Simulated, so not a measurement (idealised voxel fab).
process module | voxel self aligned contacts
cross-section cut | 145 nm wide | cells 5 nm
A cross-section is a grid of square cells, given in bands from the top down. A band is one or more rows of cells.
Each band's line starts with the height of the band's top and of its bottom, in nm. Then come its materials from left to right, each with its width in nm. One material with "throughout" fills the band from edge to edge. "air" is empty space.
Height 0 is the level under which the wafer as received is all one material. The lowest band goes on downwards, as in "0 down".
A width such as "30 to 40" changes by the same amount from each row of cells to the next, from the band's top row to its bottom row.
"no change" after a step means that no cell of the cross-section changed.
closed voids: empty space of 8 cells or more with no open way to the top, each as width x height at its distance from the left edge, in nm
after a step's settings: what the simulator itself notes on the step
overlay nm, on a step with a mask: how far to the right of its planned place the mask lay; to the left if negative
plan
1 op RECEIVE | material Si
2 op OXIDIZE | depth nm 5
3 op DIRECTIONAL_DEP | material polySi | thk nm 20
4 op DIRECTIONAL_DEP | material SiN | thk nm 25
5 op DIRECTIONAL_DEP | material aC | thk nm 10
6 op PATTERN | tone cover | mask id GATE | material resist | width nm 35 | pitch nm 75 | thk nm 25 | overlay nm 0
7 op DIRECTIONAL_ETCH | etch materials aC | depth nm 10
8 op STRIP | etch materials resist
9 op DIRECTIONAL_ETCH | etch materials SiN | depth nm 25
10 op DIRECTIONAL_ETCH | etch materials polySi | depth nm 20
11 op STRIP | etch materials aC
12 op CONFORMAL_DEP | material SiN | thk nm 10
13 op DIRECTIONAL_ETCH | etch materials SiN | depth nm 10
14 op FILL_DEP | material SiO2 | thk nm 15
15 op CMP | height nm 55
16 op MASKED_ETCH | tone open | mask id CONTACT | width nm 50 | etch materials SiO2 | depth nm 60 | overlay nm 0
17 op CONFORMAL_DEP | material TiN | thk nm 5
18 op FILL_DEP | material Ru | thk nm 5
19 op CMP | height nm 55
20 op CONFORMAL_DEP | material SiCN | thk nm 5
first wafer, as planned
as received, after step 1
  0 down: Si throughout
  closed voids: none
after step 2
  0 to -5: SiO2 throughout
  below -5: unchanged
after step 3
  20 to 0: polySi throughout
  below 0: unchanged
after step 4
  45 to 20: SiN throughout
  below 20: unchanged
after step 5
  55 to 45: aC throughout
  below 45: unchanged
after step 6
  80 to 55: air 15 | resist 35 | air 40 | resist 35 | air 20
  below 55: unchanged
after step 7
  70 to 55: air 15 | resist 35 | air 40 | resist 35 | air 20
  55 to 45: air 15 | aC 35 | air 40 | aC 35 | air 20
  below 45: unchanged
after step 8
  55 to 45: air 15 | aC 35 | air 40 | aC 35 | air 20
  below 45: unchanged
after step 9
  55 to 45: air 15 | aC 35 | air 40 | aC 35 | air 20
  45 to 20: air 15 | SiN 35 | air 40 | SiN 35 | air 20
  below 20: unchanged
after step 10
  55 to 45: air 15 | aC 35 | air 40 | aC 35 | air 20
  45 to 20: air 15 | SiN 35 | air 40 | SiN 35 | air 20
  20 to 0: air 15 | polySi 35 | air 40 | polySi 35 | air 20
  below 0: unchanged
after step 11
  45 to 20: air 15 | SiN 35 | air 40 | SiN 35 | air 20
  below 20: unchanged
after step 12
  55 to 20: air 5 | SiN 55 | air 20 | SiN 55 | air 10
  20 to 10: air 5 | SiN 10 | polySi 35 | SiN 10 | air 20 | SiN 10 | polySi 35 | SiN 10 | air 10
  10 to 0: SiN 15 | polySi 35 | SiN 40 | polySi 35 | SiN 20
  below 0: unchanged
after step 13
  45 to 20: air 5 | SiN 55 | air 20 | SiN 55 | air 10
  20 to 0: air 5 | SiN 10 | polySi 35 | SiN 10 | air 20 | SiN 10 | polySi 35 | SiN 10 | air 10
  below 0: unchanged
after step 14
  60 to 45: SiO2 throughout
  45 to 20: SiO2 5 | SiN 55 | SiO2 20 | SiN 55 | SiO2 10
  20 to 0: SiO2 5 | SiN 10 | polySi 35 | SiN 10 | SiO2 20 | SiN 10 | polySi 35 | SiN 10 | SiO2 10
  below 0: unchanged
after step 15
  55 to 45: SiO2 throughout
  below 45: unchanged
after step 16
  55 to 45: SiO2 45 | air 50 | SiO2 50
  45 to 20: SiO2 5 | SiN 55 | air 20 | SiN 55 | SiO2 10
  20 to 0: SiO2 5 | SiN 10 | polySi 35 | SiN 10 | air 20 | SiN 10 | polySi 35 | SiN 10 | SiO2 10
  0 to -5: SiO2 60 | air 20 | SiO2 65
  below -5: unchanged
after step 17
  60 to 55: TiN 50 | air 40 | TiN 55
  55 to 45: SiO2 45 | TiN 5 to 20 | air 40 to 10 | TiN 5 to 20 | SiO2 50
  45 to 20: SiO2 5 | SiN 55 | TiN 5 | air 10 | TiN 5 | SiN 55 | SiO2 10
  20 to 0: SiO2 5 | SiN 10 | polySi 35 | SiN 10 | TiN 5 | air 10 | TiN 5 | SiN 10 | polySi 35 | SiN 10 | SiO2 10
  0 to -5: SiO2 60 | TiN 20 | SiO2 65
  below -5: unchanged
after step 18
  65 to 60: Ru throughout
  60 to 55: TiN 50 | Ru 40 | TiN 55
  55 to 45: SiO2 45 | TiN 5 to 20 | Ru 40 to 10 | TiN 5 to 20 | SiO2 50
  45 to 20: SiO2 5 | SiN 55 | TiN 5 | Ru 10 | TiN 5 | SiN 55 | SiO2 10
  20 to 0: SiO2 5 | SiN 10 | polySi 35 | SiN 10 | TiN 5 | Ru 10 | TiN 5 | SiN 10 | polySi 35 | SiN 10 | SiO2 10
  below 0: unchanged
after step 19
  55 to 45: SiO2 45 | TiN 5 to 20 | Ru 40 to 10 | TiN 5 to 20 | SiO2 50
  below 45: unchanged
after step 20
  60 to 55: SiCN throughout
  below 55: unchanged
second wafer: like start, like plan, one mistake. Through step 5 it matches the first wafer
when step 6 should have ended
  80 to 55: resist 15 | air 35 | resist 40 | air 35 | resist 20
  below 55: unchanged
when step 7 should have ended
  70 to 55: resist 15 | air 35 | resist 40 | air 35 | resist 20
  55 to 45: aC 15 | air 35 | aC 40 | air 35 | aC 20
  below 45: unchanged
when step 8 should have ended
  55 to 45: aC 15 | air 35 | aC 40 | air 35 | aC 20
  below 45: unchanged
when step 9 should have ended
  55 to 45: aC 15 | air 35 | aC 40 | air 35 | aC 20
  45 to 20: SiN 15 | air 35 | SiN 40 | air 35 | SiN 20
  below 20: unchanged
when step 10 should have ended
  55 to 45: aC 15 | air 35 | aC 40 | air 35 | aC 20
  45 to 20: SiN 15 | air 35 | SiN 40 | air 35 | SiN 20
  20 to 0: polySi 15 | air 35 | polySi 40 | air 35 | polySi 20
  below 0: unchanged
when step 11 should have ended
  45 to 20: SiN 15 | air 35 | SiN 40 | air 35 | SiN 20
  below 20: unchanged
when step 12 should have ended
  55 to 20: SiN 25 | air 15 | SiN 60 | air 15 | SiN 30
  20 to 10: polySi 15 | SiN 10 | air 15 | SiN 10 | polySi 40 | SiN 10 | air 15 | SiN 10 | polySi 20
  10 to 0: polySi 15 | SiN 35 | polySi 40 | SiN 35 | polySi 20
  below 0: unchanged
when step 13 should have ended
  45 to 20: SiN 25 | air 15 | SiN 60 | air 15 | SiN 30
  20 to 0: polySi 15 | SiN 10 | air 15 | SiN 10 | polySi 40 | SiN 10 | air 15 | SiN 10 | polySi 20
  below 0: unchanged
when step 14 should have ended
  60 to 45: SiO2 throughout
  45 to 20: SiN 25 | SiO2 15 | SiN 60 | SiO2 15 | SiN 30
  20 to 0: polySi 15 | SiN 10 | SiO2 15 | SiN 10 | polySi 40 | SiN 10 | SiO2 15 | SiN 10 | polySi 20
  below 0: unchanged
when step 15 should have ended
  55 to 45: SiO2 throughout
  below 45: unchanged
when step 16 should have ended
  55 to 45: SiO2 45 | air 50 | SiO2 50
  below 45: unchanged
when step 17 should have ended
  60 to 55: TiN 50 | air 40 | TiN 55
  55 to 50: SiO2 45 | TiN 5 | air 40 | TiN 5 | SiO2 50
  50 to 45: SiO2 45 | TiN 50 | SiO2 50
  below 45: unchanged
when step 18 should have ended
  65 to 60: Ru throughout
  60 to 55: TiN 50 | Ru 40 | TiN 55
  55 to 50: SiO2 45 | TiN 5 | Ru 40 | TiN 5 | SiO2 50
  below 50: unchanged
when step 19 should have ended
  55 to 50: SiO2 45 | TiN 5 | Ru 40 | TiN 5 | SiO2 50
  below 50: unchanged
when step 20 should have ended
  60 to 55: SiCN throughout
  below 55: unchanged
what went wrong: step 6 ran as: op PATTERN | tone open | mask id GATE | material resist | width nm 35 | pitch nm 75 | thk nm 25 | overlay nm 0
at the end the second wafer has, in cells: 20 fewer of Ru | 5 more of SiN | 31 more of SiO2 | 20 fewer of TiN | 4 more of polySi
